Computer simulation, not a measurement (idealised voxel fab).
process module | voxel self aligned contacts
For reference, the cross-section in this document is cut, with width 295 nm and square cells of 5 nm.
Cross-section spec: square-cell grid; bands listed top down; each band is one or more rows.
Top height, bottom height, nm. Materials left to right, width each, nm. Single material + "everywhere" = fills band edge to edge. "blank" = empty.
The level at which height equals 0 is the one under which the wafer, as it arrives, is entirely one material. No lower edge exists for the bottom band, which continues downward and is notated as in "0 and below".
Top row gets the first number, bottom row gets the second, and each row in between changes by the same step: that is how a band width like "30 to 40" works.
It should be understood that the words "everything unchanged", when stated for a given step, signify that the cross-section underwent no change in any of its cells during that step.
"Closed empty spaces" means: voids of 8 cells or more that are shut off from the top with no open way through. Written width x height at distance, distance from the left edge, in nm.
The remark found on a step's line after its settings is issued by the simulator itself and pertains to that step.
For masked steps, "overlay nm" on the step line gives how far right of plan the mask actually lay; a minus sign means it lay to the left.
plan:
1) op RECEIVE | material Si
2) op CONFORMAL_DEP | material SiO2 | thk nm 5
3) op DIRECTIONAL_DEP | material polySi | thk nm 30
4) op DIRECTIONAL_DEP | material SiN | thk nm 25
5) op MASKED_ETCH | tone cover | mask id GATE | width nm 30 | pitch nm 75 | etch materials SiN | depth nm 25 | overlay nm 0
6) op MASKED_ETCH | tone cover | mask id GATE | width nm 30 | pitch nm 75 | etch materials polySi | depth nm 30 | overlay nm -15
7) op CONFORMAL_DEP | material SiN | thk nm 10
8) op DIRECTIONAL_ETCH | etch materials SiN | depth nm 10
9) op FILL_DEP | material SiO2 | thk nm 15
10) op CMP | height nm 65
11) op PATTERN | tone open | mask id CONTACT | material resist | width nm 55 | pitch nm 75 | thk nm 15 | overlay nm 0
12) op DIRECTIONAL_ETCH | etch materials SiO2 | depth nm 65
13) op STRIP | etch materials resist
14) op CONFORMAL_DEP | material TiN | thk nm 5
15) op FILL_DEP | material W | thk nm 10
16) op CMP | height nm 65
17) op CONFORMAL_DEP | material SiCN | thk nm 5
Among the wafers covered here, the point of difference is the overlay nm at step 6; their starting state is shared, and the plan presents the value of the first wafer.
Cross-section of the first incoming wafer of several, state after step 1:
> 0 and below = Si everywhere
> Closed empty spaces: none
At the end of the module, after its last step, step 17, the first of several wafers appears in cross-section as follows:
> 70 down to 65 = SiCN everywhere
> 65 down to 60 = SiO2: 80  TiN: 20  W: 15  TiN: 20  SiO2: 20  TiN: 20  W: 15  TiN: 20  SiO2: 85
> 60 down to 40 = SiO2: 45  SiN: 50  TiN: 5  W: 15  TiN: 5  SiN: 50  TiN: 5  W: 15  TiN: 5  SiN: 50  SiO2: 50
> 40 down to 35 = SiO2: 45  SiN: 50  TiN: 25  SiN: 50  TiN: 25  SiN: 50  SiO2: 50
> 35 down to 5 = SiO2: 30  SiN: 10  polySi: 45  SiN: 10  TiN: 10  SiN: 10  polySi: 45  SiN: 10  TiN: 10  SiN: 10  polySi: 45  SiN: 10  SiO2: 50
> 5 down to 0 = SiO2: 95  TiN: 10  SiO2: 65  TiN: 10  SiO2: 115
> 0 and below = Si everywhere
> Closed empty spaces: none
Of the several wafers, the last: cross-section at the end of the module:
> 70 down to 65 = SiCN everywhere
> 65 down to 60 = SiO2: 80  TiN: 20  W: 15  TiN: 20  SiO2: 20  TiN: 20  W: 15  TiN: 20  SiO2: 85
> 60 down to 40 = SiO2: 45  SiN: 50  TiN: 5  W: 15  TiN: 5  SiN: 50  TiN: 5  W: 15  TiN: 5  SiN: 50  SiO2: 50
> 40 down to 35 = SiO2: 45  SiN: 50  TiN: 25  SiN: 50  TiN: 25  SiN: 50  SiO2: 50
> 35 down to 5 = SiO2: 45  SiN: 10  polySi: 45  SiN: 10  TiN: 10  SiN: 10  polySi: 45  SiN: 10  TiN: 10  SiN: 10  polySi: 45  SiN: 10  SiO2: 35
> 5 down to 0 = SiO2: 110  TiN: 10  SiO2: 65  TiN: 10  SiO2: 100
> 0 and below = Si everywhere
> Closed empty spaces: none
Note: the following table is arranged by wafer, a row apiece. Each row reports the end-of-module state: per material, cells gained (+) or cells lost (-) compared with the wafer as received; closed voids follow:
overlay nm -15, +59 SiCN, +222 SiN, +283 SiO2, +70 TiN, +30 W, +162 polySi, Closed empty spaces: none
overlay nm -10, +59 SiCN, +222 SiN, +287 SiO2, +70 TiN, +44 W, +144 polySi, Closed empty spaces: none
overlay nm -5, +59 SiCN, +222 SiN, +291 SiO2, +70 TiN, +58 W, +126 polySi, Closed empty spaces: none
overlay nm 0, +59 SiCN, +222 SiN, +295 SiO2, +70 TiN, +72 W, +108 polySi, Closed empty spaces: none
overlay nm 5, +59 SiCN, +222 SiN, +291 SiO2, +70 TiN, +58 W, +126 polySi, Closed empty spaces: none
overlay nm 10, +59 SiCN, +222 SiN, +287 SiO2, +70 TiN, +44 W, +144 polySi, Closed empty spaces: none
overlay nm 15, +59 SiCN, +222 SiN, +283 SiO2, +70 TiN, +30 W, +162 polySi, Closed empty spaces: none
